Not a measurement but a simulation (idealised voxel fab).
The document below concerns the process module designated voxel wiring stack.
Cross-sectional view cut (width: 265 nm; square cell size: 5 nm).
This document writes a cross-section as a grid whose cells are square, and gives it as bands, listed from the top down; one or more rows of cells form a band.
Heights first: top, then bottom, in nm. Then materials, left to right, each with a width in nm. "edge to edge" on a single material: fills the band edge to edge. "air": empty space.
Heights from 0 (as-received wafer is one material below). Bottom band endless downward, as "0 and below".
A width such as "30 to 40" changes by the same amount from each row of cells to the next, from the band's top row to its bottom row.
Given "changes: none" for a step, no cell of the cross-section differs between before and after that step.
So "Enclosed cavity list" is basically the list of trapped voids: any empty space of 8 cells or more that can't reach the top through an opening. They're written width x height at distance, the distance being from the left edge, and it's all nm.
That trailing text on a step's line, after the settings, is the simulator's own remark on the step.
overlay nm: step with mask; distance mask lay right of planned place; negative value = left of planned place.
The process steps that were planned are listed below:
1 RECEIVE, material Si
2 CONFORMAL_DEP, material SiO2, thk nm 10
3 CONFORMAL_DEP, material SiCN, thk nm 5
4 DIRECTIONAL_DEP, material lowk, thk nm 20
5 DIRECTIONAL_DEP, material aC, thk nm 15
6 PATTERN, tone open, mask id METAL_1, material resist, width nm 20, pitch nm 45, thk nm 35, overlay nm 0
7 DIRECTIONAL_ETCH, etch materials aC, depth nm 15
8 STRIP, etch materials resist
9 DIRECTIONAL_ETCH, etch materials lowk, depth nm 20
10 DIRECTIONAL_ETCH, etch materials SiCN, depth nm 5
11 STRIP, etch materials aC
12 CONFORMAL_DEP, material TiN, thk nm 5
13 FILL_DEP, material Cu, thk nm 10
14 CMP, height nm 35
15 EPI, material Ru, thk nm 5
16 FILL_DEP, material SiCN, thk nm 5
17 DIRECTIONAL_DEP, material lowk, thk nm 10
18 MASKED_ETCH, tone open, mask id PLUG_1, width nm 15, pitch nm 45, etch materials lowk, depth nm 10, overlay nm 0
19 MASKED_ETCH, tone open, mask id PLUG_1, width nm 15, pitch nm 45, etch materials SiCN, depth nm 5, overlay nm 0
20 CONFORMAL_DEP, material TiN, thk nm 5
21 FILL_DEP, material Cu, thk nm 5
22 CMP, height nm 55
23 CONFORMAL_DEP, material SiCN, thk nm 5
24 DIRECTIONAL_DEP, material lowk, thk nm 25
25 MASKED_ETCH, tone open, mask id METAL_2, width nm 20, pitch nm 45, etch materials lowk, depth nm 25, overlay nm 0
26 MASKED_ETCH, tone open, mask id METAL_2, width nm 20, pitch nm 45, etch materials SiCN, depth nm 5, overlay nm 0
27 CONFORMAL_DEP, material TiN, thk nm 5
28 FILL_DEP, material Cu, thk nm 10
29 CMP, height nm 85
30 CONFORMAL_DEP, material SiCN, thk nm 5
31 DIRECTIONAL_DEP, material lowk, thk nm 10
32 PATTERN, tone open, mask id PLUG_2, material resist, width nm 15, pitch nm 45, thk nm 20, overlay nm 0
33 DIRECTIONAL_ETCH, etch materials lowk, depth nm 10
34 DIRECTIONAL_ETCH, etch materials SiCN, depth nm 5
35 STRIP, etch materials resist
36 CONFORMAL_DEP, material TiN, thk nm 5
37 FILL_DEP, material W, thk nm 10
38 CMP, height nm 100
39 DIRECTIONAL_DEP, material TiN, thk nm 5
40 DIRECTIONAL_DEP, material Ru, thk nm 20
41 MASKED_ETCH, tone cover, mask id METAL_3, width nm 20, pitch nm 45, etch materials Ru, depth nm 20, overlay nm 0
42 MASKED_ETCH, tone cover, mask id METAL_3, width nm 20, pitch nm 45, etch materials TiN, depth nm 5, overlay nm 0
43 CONFORMAL_DEP, material SiN, thk nm 5
44 FILL_DEP, material lowk, thk nm 5
45 CMP, height nm 125
46 CONFORMAL_DEP, material SiCN, thk nm 5
47 DIRECTIONAL_DEP, material lowk, thk nm 20
48 DIRECTIONAL_DEP, material aC, thk nm 15
49 PATTERN, tone open, mask id PLUG_3, material resist, width nm 15, thk nm 30, overlay nm 0
50 DIRECTIONAL_ETCH, etch materials aC, depth nm 15
51 STRIP, etch materials resist
52 DIRECTIONAL_ETCH, etch materials lowk, depth nm 20
53 DIRECTIONAL_ETCH, etch materials SiCN, depth nm 5
54 STRIP, etch materials aC
55 CONFORMAL_DEP, material TiN, thk nm 5
56 FILL_DEP, material W, thk nm 10
57 CMP, height nm 150
58 CONFORMAL_DEP, material SiN, thk nm 5
59 DIRECTIONAL_DEP, material lowk, thk nm 15
60 PATTERN, tone open, mask id METAL_4, material resist, width nm 20, pitch nm 45, thk nm 15, overlay nm 0
61 DIRECTIONAL_ETCH, etch materials lowk, depth nm 15
62 DIRECTIONAL_ETCH, etch materials SiN, depth nm 5
63 STRIP, etch materials resist
64 CONFORMAL_DEP, material TiN, thk nm 5
65 FILL_DEP, material Cu, thk nm 10
66 CMP, height nm 170
67 CONFORMAL_DEP, material SiCN, thk nm 5
So, the first of our two wafers, run just as we planned it:
Cross-section of the wafer as it came to us, i.e., already through step 1:
* 0 and below: Si edge to edge
* Enclosed cavity list: none
Once step 2 is through, the wafer looks like this in cross-section:
* 10 down to 0: SiO2 edge to edge
* Under 0: no change, same as before.
Once step 3 is through, the wafer looks like this in cross-section:
* 15 down to 10: SiCN edge to edge
* Under 10: no change, same as before.
Once step 4 is through, the wafer looks like this in cross-section:
* 35 down to 15: lowk edge to edge
* Under 15: no change, same as before.
Once step 5 is through, the wafer looks like this in cross-section:
* 50 down to 35: aC edge to edge
* Under 35: no change, same as before.
Once step 6 is through, the wafer looks like this in cross-section:
* 85 down to 50: resist: 100 / air: 20 / resist: 25 / air: 20 / resist: 100
* Under 50: no change, same as before.
Once step 7 is through, the wafer looks like this in cross-section:
* 70 down to 50: resist: 100 / air: 20 / resist: 25 / air: 20 / resist: 100
* 50 down to 35: aC: 100 / air: 20 / aC: 25 / air: 20 / aC: 100
* Under 35: no change, same as before.
Once step 8 is through, the wafer looks like this in cross-section:
* 50 down to 35: aC: 100 / air: 20 / aC: 25 / air: 20 / aC: 100
* Under 35: no change, same as before.
Once step 9 is through, the wafer looks like this in cross-section:
* 50 down to 35: aC: 100 / air: 20 / aC: 25 / air: 20 / aC: 100
* 35 down to 15: lowk: 100 / air: 20 / lowk: 25 / air: 20 / lowk: 100
* Under 15: no change, same as before.
Once step 10 is through, the wafer looks like this in cross-section:
* 50 down to 35: aC: 100 / air: 20 / aC: 25 / air: 20 / aC: 100
* 35 down to 15: lowk: 100 / air: 20 / lowk: 25 / air: 20 / lowk: 100
* 15 down to 10: SiCN: 100 / air: 20 / SiCN: 25 / air: 20 / SiCN: 100
* Under 10: no change, same as before.
Once step 11 is through, the wafer looks like this in cross-section:
* 35 down to 15: lowk: 100 / air: 20 / lowk: 25 / air: 20 / lowk: 100
* Under 15: no change, same as before.
Once step 12 is through, the wafer looks like this in cross-section:
* 40 down to 35: TiN: 105 / air: 10 / TiN: 35 / air: 10 / TiN: 105
* 35 down to 15: lowk: 100 / TiN: 5 / air: 10 / TiN: 5 / lowk: 25 / TiN: 5 / air: 10 / TiN: 5 / lowk: 100
* 15 down to 10: SiCN: 100 / TiN: 20 / SiCN: 25 / TiN: 20 / SiCN: 100
* Under 10: no change, same as before.
Once step 13 is through, the wafer looks like this in cross-section:
* 50 down to 40: Cu edge to edge
* 40 down to 35: TiN: 105 / Cu: 10 / TiN: 35 / Cu: 10 / TiN: 105
* 35 down to 15: lowk: 100 / TiN: 5 / Cu: 10 / TiN: 5 / lowk: 25 / TiN: 5 / Cu: 10 / TiN: 5 / lowk: 100
* Under 15: no change, same as before.
Once step 14 is through, the wafer looks like this in cross-section:
* 35 down to 15: lowk: 100 / TiN: 5 / Cu: 10 / TiN: 5 / lowk: 25 / TiN: 5 / Cu: 10 / TiN: 5 / lowk: 100
* Under 15: no change, same as before.
Once step 15 is through, the wafer looks like this in cross-section:
* 40 down to 35: air: 95 / Ru: 30 / air: 15 / Ru: 30 / air: 95
* Under 35: no change, same as before.
Once step 16 is through, the wafer looks like this in cross-section:
* 45 down to 40: SiCN edge to edge
* 40 down to 35: SiCN: 95 / Ru: 30 / SiCN: 15 / Ru: 30 / SiCN: 95
* Under 35: no change, same as before.
Once step 17 is through, the wafer looks like this in cross-section:
* 55 down to 45: lowk edge to edge
* Under 45: no change, same as before.
Once step 18 is through, the wafer looks like this in cross-section:
* 55 down to 45: lowk: 100 / air: 15 / lowk: 30 / air: 15 / lowk: 105
* Under 45: no change, same as before.
Once step 19 is through, the wafer looks like this in cross-section:
* 55 down to 45: lowk: 100 / air: 15 / lowk: 30 / air: 15 / lowk: 105
* 45 down to 40: SiCN: 100 / air: 15 / SiCN: 30 / air: 15 / SiCN: 105
* Under 40: no change, same as before.
Once step 20 is through, the wafer looks like this in cross-section:
* 60 down to 55: TiN: 105 / air: 5 / TiN: 40 / air: 5 / TiN: 110
* 55 down to 45: lowk: 100 / TiN: 5 / air: 5 / TiN: 5 / lowk: 30 / TiN: 5 / air: 5 / TiN: 5 / lowk: 105
* 45 down to 40: SiCN: 100 / TiN: 15 / SiCN: 30 / TiN: 15 / SiCN: 105
* Under 40: no change, same as before.
Once step 21 is through, the wafer looks like this in cross-section:
* 65 down to 60: Cu edge to edge
* 60 down to 55: TiN: 105 / Cu: 5 / TiN: 40 / Cu: 5 / TiN: 110
* 55 down to 45: lowk: 100 / TiN: 5 / Cu: 5 / TiN: 5 / lowk: 30 / TiN: 5 / Cu: 5 / TiN: 5 / lowk: 105
* Under 45: no change, same as before.
Once step 22 is through, the wafer looks like this in cross-section:
* 55 down to 45: lowk: 100 / TiN: 5 / Cu: 5 / TiN: 5 / lowk: 30 / TiN: 5 / Cu: 5 / TiN: 5 / lowk: 105
* Under 45: no change, same as before.
Once step 23 is through, the wafer looks like this in cross-section:
* 60 down to 55: SiCN edge to edge
* Under 55: no change, same as before.
Once step 24 is through, the wafer looks like this in cross-section:
* 85 down to 60: lowk edge to edge
* Under 60: no change, same as before.
Once step 25 is through, the wafer looks like this in cross-section:
* 85 down to 60: lowk: 100 / air: 20 / lowk: 25 / air: 20 / lowk: 100
* Under 60: no change, same as before.
Once step 26 is through, the wafer looks like this in cross-section:
* 85 down to 60: lowk: 100 / air: 20 / lowk: 25 / air: 20 / lowk: 100
* 60 down to 55: SiCN: 100 / air: 20 / SiCN: 25 / air: 20 / SiCN: 100
* Under 55: no change, same as before.
Once step 27 is through, the wafer looks like this in cross-section:
* 90 down to 85: TiN: 105 / air: 10 / TiN: 35 / air: 10 / TiN: 105
* 85 down to 60: lowk: 100 / TiN: 5 / air: 10 / TiN: 5 / lowk: 25 / TiN: 5 / air: 10 / TiN: 5 / lowk: 100
* 60 down to 55: SiCN: 100 / TiN: 20 / SiCN: 25 / TiN: 20 / SiCN: 100
* Under 55: no change, same as before.
Once step 28 is through, the wafer looks like this in cross-section:
* 100 down to 90: Cu edge to edge
* 90 down to 85: TiN: 105 / Cu: 10 / TiN: 35 / Cu: 10 / TiN: 105
* 85 down to 60: lowk: 100 / TiN: 5 / Cu: 10 / TiN: 5 / lowk: 25 / TiN: 5 / Cu: 10 / TiN: 5 / lowk: 100
* Under 60: no change, same as before.
Once step 29 is through, the wafer looks like this in cross-section:
* 85 down to 60: lowk: 100 / TiN: 5 / Cu: 10 / TiN: 5 / lowk: 25 / TiN: 5 / Cu: 10 / TiN: 5 / lowk: 100
* Under 60: no change, same as before.
Once step 30 is through, the wafer looks like this in cross-section:
* 90 down to 85: SiCN edge to edge
* Under 85: no change, same as before.
Once step 31 is through, the wafer looks like this in cross-section:
* 100 down to 90: lowk edge to edge
* Under 90: no change, same as before.
Once step 32 is through, the wafer looks like this in cross-section:
* 120 down to 100: resist: 100 / air: 15 / resist: 30 / air: 15 / resist: 105
* Under 100: no change, same as before.
Once step 33 is through, the wafer looks like this in cross-section:
* 120 down to 100: resist: 100 / air: 15 / resist: 30 / air: 15 / resist: 105
* 100 down to 90: lowk: 100 / air: 15 / lowk: 30 / air: 15 / lowk: 105
* Under 90: no change, same as before.
Once step 34 is through, the wafer looks like this in cross-section:
* 120 down to 100: resist: 100 / air: 15 / resist: 30 / air: 15 / resist: 105
* 100 down to 90: lowk: 100 / air: 15 / lowk: 30 / air: 15 / lowk: 105
* 90 down to 85: SiCN: 100 / air: 15 / SiCN: 30 / air: 15 / SiCN: 105
* Under 85: no change, same as before.
Once step 35 is through, the wafer looks like this in cross-section:
* 100 down to 90: lowk: 100 / air: 15 / lowk: 30 / air: 15 / lowk: 105
* Under 90: no change, same as before.
Once step 36 is through, the wafer looks like this in cross-section:
* 105 down to 100: TiN: 105 / air: 5 / TiN: 40 / air: 5 / TiN: 110
* 100 down to 90: lowk: 100 / TiN: 5 / air: 5 / TiN: 5 / lowk: 30 / TiN: 5 / air: 5 / TiN: 5 / lowk: 105
* 90 down to 85: SiCN: 100 / TiN: 15 / SiCN: 30 / TiN: 15 / SiCN: 105
* Under 85: no change, same as before.
Once step 37 is through, the wafer looks like this in cross-section:
* 115 down to 105: W edge to edge
* 105 down to 100: TiN: 105 / W: 5 / TiN: 40 / W: 5 / TiN: 110
* 100 down to 90: lowk: 100 / TiN: 5 / W: 5 / TiN: 5 / lowk: 30 / TiN: 5 / W: 5 / TiN: 5 / lowk: 105
* Under 90: no change, same as before.
Once step 38 is through, the wafer looks like this in cross-section:
* 100 down to 90: lowk: 100 / TiN: 5 / W: 5 / TiN: 5 / lowk: 30 / TiN: 5 / W: 5 / TiN: 5 / lowk: 105
* Under 90: no change, same as before.
Once step 39 is through, the wafer looks like this in cross-section:
* 105 down to 100: TiN edge to edge
* Under 100: no change, same as before.
Once step 40 is through, the wafer looks like this in cross-section:
* 125 down to 105: Ru edge to edge
* Under 105: no change, same as before.
Once step 41 is through, the wafer looks like this in cross-section:
* 125 down to 105: air: 100 / Ru: 20 / air: 25 / Ru: 20 / air: 100
* Under 105: no change, same as before.
Once step 42 is through, the wafer looks like this in cross-section:
* 125 down to 105: air: 100 / Ru: 20 / air: 25 / Ru: 20 / air: 100
* 105 down to 100: air: 100 / TiN: 20 / air: 25 / TiN: 20 / air: 100
* Under 100: no change, same as before.
Once step 43 is through, the wafer looks like this in cross-section:
* 130 down to 125: air: 95 / SiN: 30 / air: 15 / SiN: 30 / air: 95
* 125 down to 105: air: 95 / SiN: 5 / Ru: 20 / SiN: 5 / air: 15 / SiN: 5 / Ru: 20 / SiN: 5 / air: 95
* 105 down to 100: SiN: 100 / TiN: 20 / SiN: 25 / TiN: 20 / SiN: 100
* Under 100: no change, same as before.
Once step 44 is through, the wafer looks like this in cross-section:
* 135 down to 130: lowk edge to edge
* 130 down to 125: lowk: 95 / SiN: 30 / lowk: 15 / SiN: 30 / lowk: 95
* 125 down to 105: lowk: 95 / SiN: 5 / Ru: 20 / SiN: 5 / lowk: 15 / SiN: 5 / Ru: 20 / SiN: 5 / lowk: 95
* Under 105: no change, same as before.
Once step 45 is through, the wafer looks like this in cross-section:
* 125 down to 105: lowk: 95 / SiN: 5 / Ru: 20 / SiN: 5 / lowk: 15 / SiN: 5 / Ru: 20 / SiN: 5 / lowk: 95
* Under 105: no change, same as before.
Once step 46 is through, the wafer looks like this in cross-section:
* 130 down to 125: SiCN edge to edge
* Under 125: no change, same as before.
Once step 47 is through, the wafer looks like this in cross-section:
* 150 down to 130: lowk edge to edge
* Under 130: no change, same as before.
Once step 48 is through, the wafer looks like this in cross-section:
* 165 down to 150: aC edge to edge
* Under 150: no change, same as before.
Once step 49 is through, the wafer looks like this in cross-section:
* 195 down to 165: resist: 100 / air: 15 / resist: 150
* Under 165: no change, same as before.
Once step 50 is through, the wafer looks like this in cross-section:
* 180 down to 165: resist: 100 / air: 15 / resist: 150
* 165 down to 150: aC: 100 / air: 15 / aC: 150
* Under 150: no change, same as before.
Once step 51 is through, the wafer looks like this in cross-section:
* 165 down to 150: aC: 100 / air: 15 / aC: 150
* Under 150: no change, same as before.
Once step 52 is through, the wafer looks like this in cross-section:
* 165 down to 150: aC: 100 / air: 15 / aC: 150
* 150 down to 130: lowk: 100 / air: 15 / lowk: 150
* Under 130: no change, same as before.
Once step 53 is through, the wafer looks like this in cross-section:
* 165 down to 150: aC: 100 / air: 15 / aC: 150
* 150 down to 130: lowk: 100 / air: 15 / lowk: 150
* 130 down to 125: SiCN: 100 / air: 15 / SiCN: 150
* Under 125: no change, same as before.
Once step 54 is through, the wafer looks like this in cross-section:
* 150 down to 130: lowk: 100 / air: 15 / lowk: 150
* Under 130: no change, same as before.
Once step 55 is through, the wafer looks like this in cross-section:
* 155 down to 150: TiN: 105 / air: 5 / TiN: 155
* 150 down to 130: lowk: 100 / TiN: 5 / air: 5 / TiN: 5 / lowk: 150
* 130 down to 125: SiCN: 100 / TiN: 15 / SiCN: 150
* Under 125: no change, same as before.
Once step 56 is through, the wafer looks like this in cross-section:
* 165 down to 155: W edge to edge
* 155 down to 150: TiN: 105 / W: 5 / TiN: 155
* 150 down to 130: lowk: 100 / TiN: 5 / W: 5 / TiN: 5 / lowk: 150
* Under 130: no change, same as before.
Once step 57 is through, the wafer looks like this in cross-section:
* 150 down to 130: lowk: 100 / TiN: 5 / W: 5 / TiN: 5 / lowk: 150
* Under 130: no change, same as before.
Once step 58 is through, the wafer looks like this in cross-section:
* 155 down to 150: SiN edge to edge
* Under 150: no change, same as before.
Once step 59 is through, the wafer looks like this in cross-section:
* 170 down to 155: lowk edge to edge
* Under 155: no change, same as before.
Once step 60 is through, the wafer looks like this in cross-section:
* 185 down to 170: resist: 100 / air: 20 / resist: 25 / air: 20 / resist: 100
* Under 170: no change, same as before.
Once step 61 is through, the wafer looks like this in cross-section:
* 185 down to 170: resist: 100 / air: 20 / resist: 25 / air: 20 / resist: 100
* 170 down to 155: lowk: 100 / air: 20 / lowk: 25 / air: 20 / lowk: 100
* Under 155: no change, same as before.
Once step 62 is through, the wafer looks like this in cross-section:
* 185 down to 170: resist: 100 / air: 20 / resist: 25 / air: 20 / resist: 100
* 170 down to 155: lowk: 100 / air: 20 / lowk: 25 / air: 20 / lowk: 100
* 155 down to 150: SiN: 100 / air: 20 / SiN: 25 / air: 20 / SiN: 100
* Under 150: no change, same as before.
Once step 63 is through, the wafer looks like this in cross-section:
* 170 down to 155: lowk: 100 / air: 20 / lowk: 25 / air: 20 / lowk: 100
* Under 155: no change, same as before.
Once step 64 is through, the wafer looks like this in cross-section:
* 175 down to 170: TiN: 105 / air: 10 / TiN: 35 / air: 10 / TiN: 105
* 170 down to 155: lowk: 100 / TiN: 5 / air: 10 / TiN: 5 / lowk: 25 / TiN: 5 / air: 10 / TiN: 5 / lowk: 100
* 155 down to 150: SiN: 100 / TiN: 20 / SiN: 25 / TiN: 20 / SiN: 100
* Under 150: no change, same as before.
Once step 65 is through, the wafer looks like this in cross-section:
* 185 down to 175: Cu edge to edge
* 175 down to 170: TiN: 105 / Cu: 10 / TiN: 35 / Cu: 10 / TiN: 105
* 170 down to 155: lowk: 100 / TiN: 5 / Cu: 10 / TiN: 5 / lowk: 25 / TiN: 5 / Cu: 10 / TiN: 5 / lowk: 100
* Under 155: no change, same as before.
Once step 66 is through, the wafer looks like this in cross-section:
* 170 down to 155: lowk: 100 / TiN: 5 / Cu: 10 / TiN: 5 / lowk: 25 / TiN: 5 / Cu: 10 / TiN: 5 / lowk: 100
* Under 155: no change, same as before.
Once step 67 is through, the wafer looks like this in cross-section:
* 175 down to 170: SiCN edge to edge
* Under 170: no change, same as before.
Wafer two of two - same starting point, same process plan, one mistake in execution; matches wafer one up to and including step 27:
Cross-sectional representation of the second wafer at the time designated in the plan for the completion of step 28:
* 110 down to 90: Cu edge to edge
* 90 down to 85: TiN: 105 / Cu: 10 / TiN: 35 / Cu: 10 / TiN: 105
* 85 down to 60: lowk: 100 / TiN: 5 / Cu: 10 / TiN: 5 / lowk: 25 / TiN: 5 / Cu: 10 / TiN: 5 / lowk: 100
* Under 60: no change, same as before.
Cross-sectional representation of the second wafer at the time designated in the plan for the completion of step 29:
* 85 down to 60: lowk: 100 / TiN: 5 / Cu: 10 / TiN: 5 / lowk: 25 / TiN: 5 / Cu: 10 / TiN: 5 / lowk: 100
* Under 60: no change, same as before.
Cross-sectional representation of the second wafer at the time designated in the plan for the completion of step 30:
* 90 down to 85: SiCN edge to edge
* Under 85: no change, same as before.
Cross-sectional representation of the second wafer at the time designated in the plan for the completion of step 31:
* 100 down to 90: lowk edge to edge
* Under 90: no change, same as before.
Cross-sectional representation of the second wafer at the time designated in the plan for the completion of step 32:
* 120 down to 100: resist: 100 / air: 15 / resist: 30 / air: 15 / resist: 105
* Under 100: no change, same as before.
Cross-sectional representation of the second wafer at the time designated in the plan for the completion of step 33:
* 120 down to 100: resist: 100 / air: 15 / resist: 30 / air: 15 / resist: 105
* 100 down to 90: lowk: 100 / air: 15 / lowk: 30 / air: 15 / lowk: 105
* Under 90: no change, same as before.
Cross-sectional representation of the second wafer at the time designated in the plan for the completion of step 34:
* 120 down to 100: resist: 100 / air: 15 / resist: 30 / air: 15 / resist: 105
* 100 down to 90: lowk: 100 / air: 15 / lowk: 30 / air: 15 / lowk: 105
* 90 down to 85: SiCN: 100 / air: 15 / SiCN: 30 / air: 15 / SiCN: 105
* Under 85: no change, same as before.
Cross-sectional representation of the second wafer at the time designated in the plan for the completion of step 35:
* 100 down to 90: lowk: 100 / air: 15 / lowk: 30 / air: 15 / lowk: 105
* Under 90: no change, same as before.
Cross-sectional representation of the second wafer at the time designated in the plan for the completion of step 36:
* 105 down to 100: TiN: 105 / air: 5 / TiN: 40 / air: 5 / TiN: 110
* 100 down to 90: lowk: 100 / TiN: 5 / air: 5 / TiN: 5 / lowk: 30 / TiN: 5 / air: 5 / TiN: 5 / lowk: 105
* 90 down to 85: SiCN: 100 / TiN: 15 / SiCN: 30 / TiN: 15 / SiCN: 105
* Under 85: no change, same as before.
Cross-sectional representation of the second wafer at the time designated in the plan for the completion of step 37:
* 115 down to 105: W edge to edge
* 105 down to 100: TiN: 105 / W: 5 / TiN: 40 / W: 5 / TiN: 110
* 100 down to 90: lowk: 100 / TiN: 5 / W: 5 / TiN: 5 / lowk: 30 / TiN: 5 / W: 5 / TiN: 5 / lowk: 105
* Under 90: no change, same as before.
Cross-sectional representation of the second wafer at the time designated in the plan for the completion of step 38:
* 100 down to 90: lowk: 100 / TiN: 5 / W: 5 / TiN: 5 / lowk: 30 / TiN: 5 / W: 5 / TiN: 5 / lowk: 105
* Under 90: no change, same as before.
Cross-sectional representation of the second wafer at the time designated in the plan for the completion of step 39:
* 105 down to 100: TiN edge to edge
* Under 100: no change, same as before.
Cross-sectional representation of the second wafer at the time designated in the plan for the completion of step 40:
* 125 down to 105: Ru edge to edge
* Under 105: no change, same as before.
Cross-sectional representation of the second wafer at the time designated in the plan for the completion of step 41:
* 125 down to 105: air: 100 / Ru: 20 / air: 25 / Ru: 20 / air: 100
* Under 105: no change, same as before.
Cross-sectional representation of the second wafer at the time designated in the plan for the completion of step 42:
* 125 down to 105: air: 100 / Ru: 20 / air: 25 / Ru: 20 / air: 100
* 105 down to 100: air: 100 / TiN: 20 / air: 25 / TiN: 20 / air: 100
* Under 100: no change, same as before.
Cross-sectional representation of the second wafer at the time designated in the plan for the completion of step 43:
* 130 down to 125: air: 95 / SiN: 30 / air: 15 / SiN: 30 / air: 95
* 125 down to 105: air: 95 / SiN: 5 / Ru: 20 / SiN: 5 / air: 15 / SiN: 5 / Ru: 20 / SiN: 5 / air: 95
* 105 down to 100: SiN: 100 / TiN: 20 / SiN: 25 / TiN: 20 / SiN: 100
* Under 100: no change, same as before.
Cross-sectional representation of the second wafer at the time designated in the plan for the completion of step 44:
* 135 down to 130: lowk edge to edge
* 130 down to 125: lowk: 95 / SiN: 30 / lowk: 15 / SiN: 30 / lowk: 95
* 125 down to 105: lowk: 95 / SiN: 5 / Ru: 20 / SiN: 5 / lowk: 15 / SiN: 5 / Ru: 20 / SiN: 5 / lowk: 95
* Under 105: no change, same as before.
Cross-sectional representation of the second wafer at the time designated in the plan for the completion of step 45:
* 125 down to 105: lowk: 95 / SiN: 5 / Ru: 20 / SiN: 5 / lowk: 15 / SiN: 5 / Ru: 20 / SiN: 5 / lowk: 95
* Under 105: no change, same as before.
Cross-sectional representation of the second wafer at the time designated in the plan for the completion of step 46:
* 130 down to 125: SiCN edge to edge
* Under 125: no change, same as before.
Cross-sectional representation of the second wafer at the time designated in the plan for the completion of step 47:
* 150 down to 130: lowk edge to edge
* Under 130: no change, same as before.
Cross-sectional representation of the second wafer at the time designated in the plan for the completion of step 48:
* 165 down to 150: aC edge to edge
* Under 150: no change, same as before.
Cross-sectional representation of the second wafer at the time designated in the plan for the completion of step 49:
* 195 down to 165: resist: 100 / air: 15 / resist: 150
* Under 165: no change, same as before.
Cross-sectional representation of the second wafer at the time designated in the plan for the completion of step 50:
* 180 down to 165: resist: 100 / air: 15 / resist: 150
* 165 down to 150: aC: 100 / air: 15 / aC: 150
* Under 150: no change, same as before.
Cross-sectional representation of the second wafer at the time designated in the plan for the completion of step 51:
* 165 down to 150: aC: 100 / air: 15 / aC: 150
* Under 150: no change, same as before.
Cross-sectional representation of the second wafer at the time designated in the plan for the completion of step 52:
* 165 down to 150: aC: 100 / air: 15 / aC: 150
* 150 down to 130: lowk: 100 / air: 15 / lowk: 150
* Under 130: no change, same as before.
Cross-sectional representation of the second wafer at the time designated in the plan for the completion of step 53:
* 165 down to 150: aC: 100 / air: 15 / aC: 150
* 150 down to 130: lowk: 100 / air: 15 / lowk: 150
* 130 down to 125: SiCN: 100 / air: 15 / SiCN: 150
* Under 125: no change, same as before.
Cross-sectional representation of the second wafer at the time designated in the plan for the completion of step 54:
* 150 down to 130: lowk: 100 / air: 15 / lowk: 150
* Under 130: no change, same as before.
Cross-sectional representation of the second wafer at the time designated in the plan for the completion of step 55:
* 155 down to 150: TiN: 105 / air: 5 / TiN: 155
* 150 down to 130: lowk: 100 / TiN: 5 / air: 5 / TiN: 5 / lowk: 150
* 130 down to 125: SiCN: 100 / TiN: 15 / SiCN: 150
* Under 125: no change, same as before.
Cross-sectional representation of the second wafer at the time designated in the plan for the completion of step 56:
* 165 down to 155: W edge to edge
* 155 down to 150: TiN: 105 / W: 5 / TiN: 155
* 150 down to 130: lowk: 100 / TiN: 5 / W: 5 / TiN: 5 / lowk: 150
* Under 130: no change, same as before.
Cross-sectional representation of the second wafer at the time designated in the plan for the completion of step 57:
* 150 down to 130: lowk: 100 / TiN: 5 / W: 5 / TiN: 5 / lowk: 150
* Under 130: no change, same as before.
Cross-sectional representation of the second wafer at the time designated in the plan for the completion of step 58:
* 155 down to 150: SiN edge to edge
* Under 150: no change, same as before.
Cross-sectional representation of the second wafer at the time designated in the plan for the completion of step 59:
* 170 down to 155: lowk edge to edge
* Under 155: no change, same as before.
Cross-sectional representation of the second wafer at the time designated in the plan for the completion of step 60:
* 185 down to 170: resist: 100 / air: 20 / resist: 25 / air: 20 / resist: 100
* Under 170: no change, same as before.
Cross-sectional representation of the second wafer at the time designated in the plan for the completion of step 61:
* 185 down to 170: resist: 100 / air: 20 / resist: 25 / air: 20 / resist: 100
* 170 down to 155: lowk: 100 / air: 20 / lowk: 25 / air: 20 / lowk: 100
* Under 155: no change, same as before.
Cross-sectional representation of the second wafer at the time designated in the plan for the completion of step 62:
* 185 down to 170: resist: 100 / air: 20 / resist: 25 / air: 20 / resist: 100
* 170 down to 155: lowk: 100 / air: 20 / lowk: 25 / air: 20 / lowk: 100
* 155 down to 150: SiN: 100 / air: 20 / SiN: 25 / air: 20 / SiN: 100
* Under 150: no change, same as before.
Cross-sectional representation of the second wafer at the time designated in the plan for the completion of step 63:
* 170 down to 155: lowk: 100 / air: 20 / lowk: 25 / air: 20 / lowk: 100
* Under 155: no change, same as before.
Cross-sectional representation of the second wafer at the time designated in the plan for the completion of step 64:
* 175 down to 170: TiN: 105 / air: 10 / TiN: 35 / air: 10 / TiN: 105
* 170 down to 155: lowk: 100 / TiN: 5 / air: 10 / TiN: 5 / lowk: 25 / TiN: 5 / air: 10 / TiN: 5 / lowk: 100
* 155 down to 150: SiN: 100 / TiN: 20 / SiN: 25 / TiN: 20 / SiN: 100
* Under 150: no change, same as before.
Cross-sectional representation of the second wafer at the time designated in the plan for the completion of step 65:
* 185 down to 175: Cu edge to edge
* 175 down to 170: TiN: 105 / Cu: 10 / TiN: 35 / Cu: 10 / TiN: 105
* 170 down to 155: lowk: 100 / TiN: 5 / Cu: 10 / TiN: 5 / lowk: 25 / TiN: 5 / Cu: 10 / TiN: 5 / lowk: 100
* Under 155: no change, same as before.
Cross-sectional representation of the second wafer at the time designated in the plan for the completion of step 66:
* 170 down to 155: lowk: 100 / TiN: 5 / Cu: 10 / TiN: 5 / lowk: 25 / TiN: 5 / Cu: 10 / TiN: 5 / lowk: 100
* Under 155: no change, same as before.
Cross-sectional representation of the second wafer at the time designated in the plan for the completion of step 67:
* 175 down to 170: SiCN edge to edge
* Under 170: no change, same as before.
The mistake made against the process plan was this: step 28 of the plan was executed twice over
Given identical final cross-sections on the two wafers, the mistake has no effect on any quantity computed by this model.
